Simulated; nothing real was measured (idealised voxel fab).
process module | voxel local oxidation
In the cross-section labelled cut, the width is 270 nm and each square cell is 5 nm.
Cross-section format: a grid of square cells, given as bands from top to bottom; each band is one or more rows of cells.
Band entry format. Leading values: height of top, height of bottom, nm. Remainder: materials in left-to-right order, each with its width in nm. Special words: "everywhere" on a single material, which then fills the band edge to edge; "blank", empty space.
Note: height 0 marks the level under which the wafer is uniformly one material as received. Lowest band unbounded below, written "z 0 and below".
A width given as "30..40" starts at the first number in the band's top row and ends at the second number in its bottom row, shifting by an equal amount at every step from row to row.
Basically "no change" means that step didn't change any cell in the cross-section.
Empty spaces counting at least 8 cells and having no open way to the top are listed in "Closed void catalog". The notation width x height at distance is used for each, the distance being from the left edge and all three values in nm.
If you see something after the settings on a step's line, that's the simulator's own remark about that step.
"overlay nm", when on a step's line for a step with a mask, measures how far to the right of its planned place the mask lay; a negative measure means to the left.
# Below is the list of planned process steps
1) RECEIVE [material Si]
2) OXIDIZE [depth nm 5]
3) CONFORMAL_DEP [material SiN] [thk nm 10]
4) DIRECTIONAL_DEP [material aC] [thk nm 15]
5) PATTERN [tone cover] [mask id ACTIVE] [material resist] [width nm 120] [thk nm 30] [overlay nm 0]
6) DIRECTIONAL_ETCH [etch materials aC] [depth nm 15]
7) STRIP [etch materials resist]
8) DIRECTIONAL_ETCH [etch materials SiN] [depth nm 10]
9) STRIP [etch materials aC]
10) SELECTIVE_ETCH [etch materials SiO2] [depth nm 5]
11) OXIDIZE [depth nm 10]
12) STRIP [etch materials SiN]
# Incoming wafer in cross-section (state: after step 1)
> z 0 and below: Si everywhere
> Closed void catalog: none
# End-of-module XS, first of two wafers, run as planned
> z 0 to -5: blank (80); SiO2 (110); blank (80)
> z -5 to -15: SiO2 (90); Si (90); SiO2 (90)
> z -15 and below: Si everywhere
> Closed void catalog: none
# Wafer two, sectioned after the module: the first wafer's start, the first wafer's plan, and one mistake in how it was run
> z 0 to -5: blank (80); SiO2 (110); blank (80)
> z -5 to -10: SiO2 everywhere
> z -10 and below: Si everywhere
> Closed void catalog: none
Diagnosis: in deviation from the planned setting, step 2 was conducted as OXIDIZE [depth nm 10]
Count the cells at the end and the second wafer has more or fewer of some materials than the first: 18 more of Si | 18 fewer of SiO2
